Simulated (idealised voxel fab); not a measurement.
Module name: voxel ribs on slabs (process module)
The width of the displayed cross-section, cut, is 200 nm; its cells are square, with a size of 5 nm.
For the purposes of this document, a cross-section shall be understood as a grid of square cells, specified as bands listed in top-to-bottom order, each band consisting of one or more rows of cells.
The entry gives the band's vertical extent as a top height and a bottom height in nm, then its horizontal make-up as materials from left to right, each with a width in nm. "empty" stands for empty space; a single material marked "full width" fills the band edge to edge.
Heights are expressed relative to 0, this being the level below which the as-received wafer comprises one material exclusively. The lowest band is unbounded in the downward direction and is denoted as in "0 nm and below".
Per-row width for "30 to 40": begins at first number (top row of band), ends at second number (bottom row), increment between rows held constant.
A step reported as "nothing was modified" is a step in which no cell of the cross-section changed.
"Tabulated closed voids" contains a list of empty spaces, each no smaller than 8 cells and without an open way to the top, written in the form width x height at distance with the distance from the left edge and all three in nm.
Post-settings text on a step line: simulator's own remark regarding the step.
When a step includes a mask, the "overlay nm" setting on its line states how far to the right of its planned place that mask lay, and negative values state how far to the left.
[Planned process steps]
1 RECEIVE (material Si)
2 DIRECTIONAL_DEP (material SiO2; thk nm 25)
3 DIRECTIONAL_DEP (material polySi; thk nm 15)
4 MASKED_ETCH (tone cover; mask id RIB; width nm 20; etch materials polySi; depth nm 10; overlay nm 0)
5 MASKED_ETCH (tone cover; mask id SLAB; width nm 60; etch materials polySi; depth nm 5; overlay nm 0)
6 FILL_DEP (material SiO2; thk nm 20)
7 CMP (height nm 55)
8 DIRECTIONAL_DEP (material TiN; thk nm 5)
9 PATTERN (tone cover; mask id HEATER; material resist; width nm 30; thk nm 15; overlay nm 0)
10 DIRECTIONAL_ETCH (etch materials TiN; depth nm 5)
11 STRIP (etch materials resist)
12 CONFORMAL_DEP (material SiN; thk nm 10)
[Cross-section: wafer on arrival = after step 1]
    0 nm and below: Si full width
    Tabulated closed voids: none
[The plan above was carried out on the starting structure above with one mistake, and this cross-section shows the wafer at the end of the module]
    70 nm to 65 nm: empty (75) / SiN (50) / empty (75)
    65 nm to 60 nm: SiN full width
    60 nm to 55 nm: SiN (85) / TiN (30) / SiN (85)
    55 nm to 40 nm: SiO2 full width
    40 nm to 25 nm: TiN full width
    25 nm to 0 nm: SiO2 full width
    0 nm and below: Si full width
    Tabulated closed voids: none
Short version of what went wrong: step 3 deviated from plan and actually ran as DIRECTIONAL_DEP (material TiN; thk nm 15)
